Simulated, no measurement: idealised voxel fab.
This section sets out a process module, namely voxel self aligned vias.
The cross-section on display is named cut; it measures 300 nm wide, and its cells are 5 nm squares.
In this document a cross-section is written as a grid of square cells. It is given as a series of bands, listed from the top down, and a band is one or more rows of cells.
A band entry consists of two parts. The first gives the height of the band's top and the height of its bottom, in nm. The rest lists the band's materials from left to right, each with its width in nm. A single material labelled with the word "full width" fills the band from edge to edge, and the word "air" marks empty space.
Height is counted from the level 0, under which the received wafer is composed throughout of one material. The lowest of the bands is not closed at the bottom but continues downward, in the notation "0 down".
When a width is written as two numbers, as in "30->40", the first number is the width in the top row of cells of the band and the second is the width in its bottom row, and the width changes by the same amount from each row to the next.
Key: "no modification" - step with no changed cell in the cross-section.
"Enclosed empty spaces" - sealed voids, min. 8 cells, no opening to top; format: width x height at distance (distance from left edge; nm throughout).
Step line, after settings: the simulator's comment on this step.
overlay nm: mask right of planned place by this much (step with mask). Neg. = left.

### List of planned process steps
step 1: RECEIVE [material Si]
step 2: CONFORMAL_DEP [material SiO2] [thk nm 15]
step 3: CONFORMAL_DEP [material SiCN] [thk nm 5]
step 4: DIRECTIONAL_DEP [material SiO2] [thk nm 30]
step 5: MASKED_ETCH [tone open] [mask id LINES] [width nm 30] [pitch nm 55] [etch materials SiO2] [depth nm 30] [overlay nm 0]
step 6: CONFORMAL_DEP [material TiN] [thk nm 5]
step 7: FILL_DEP [material Ru] [thk nm 10]
step 8: CMP [height nm 50]
step 9: SELECTIVE_ETCH [etch materials W Ru TiN] [depth nm 10]
step 10: FILL_DEP [material SiN] [thk nm 5]
step 11: CMP [height nm 50]
step 12: DIRECTIONAL_DEP [material SiO2] [thk nm 15]
step 13: PATTERN [tone open] [mask id VIAS] [material resist] [width nm 40] [pitch nm 110] [thk nm 20] [overlay nm 0]
step 14: DIRECTIONAL_ETCH [etch materials SiO2] [depth nm 15]
step 15: DIRECTIONAL_ETCH [etch materials SiN] [depth nm 10]
step 16: STRIP [etch materials resist]
step 17: CONFORMAL_DEP [material TiN] [thk nm 5]
step 18: FILL_DEP [material Cu] [thk nm 5]
step 19: CMP [height nm 65]
step 20: CONFORMAL_DEP [material SiN] [thk nm 5]

### Incoming wafer, cross-sectional view, post step 1
- 0 down: Si full width
- Enclosed empty spaces: none

### The following cross-section depicts the wafer upon conclusion of the module. Processing commenced from the starting condition illustrated above and adhered to the plan illustrated above, save for one mistake in execution
- 70 to 65: SiN full width
- 65 to 55: SiO2 (75), then TiN (5), then Cu (30), then TiN (5), then SiO2 (70), then TiN (5), then Cu (30), then TiN (5), then SiO2 (75)
- 55 to 50: SiO2 (75), then TiN (40), then SiO2 (70), then TiN (40), then SiO2 (75)
- 50 to 45: SiCN full width
- 45 to 0: SiO2 full width
- 0 down: Si full width
- Enclosed empty spaces: none
Heads up, the wafer didn't run the way we planned it: the processing plan was not followed for steps 3 and 4, which were run with their positions exchanged
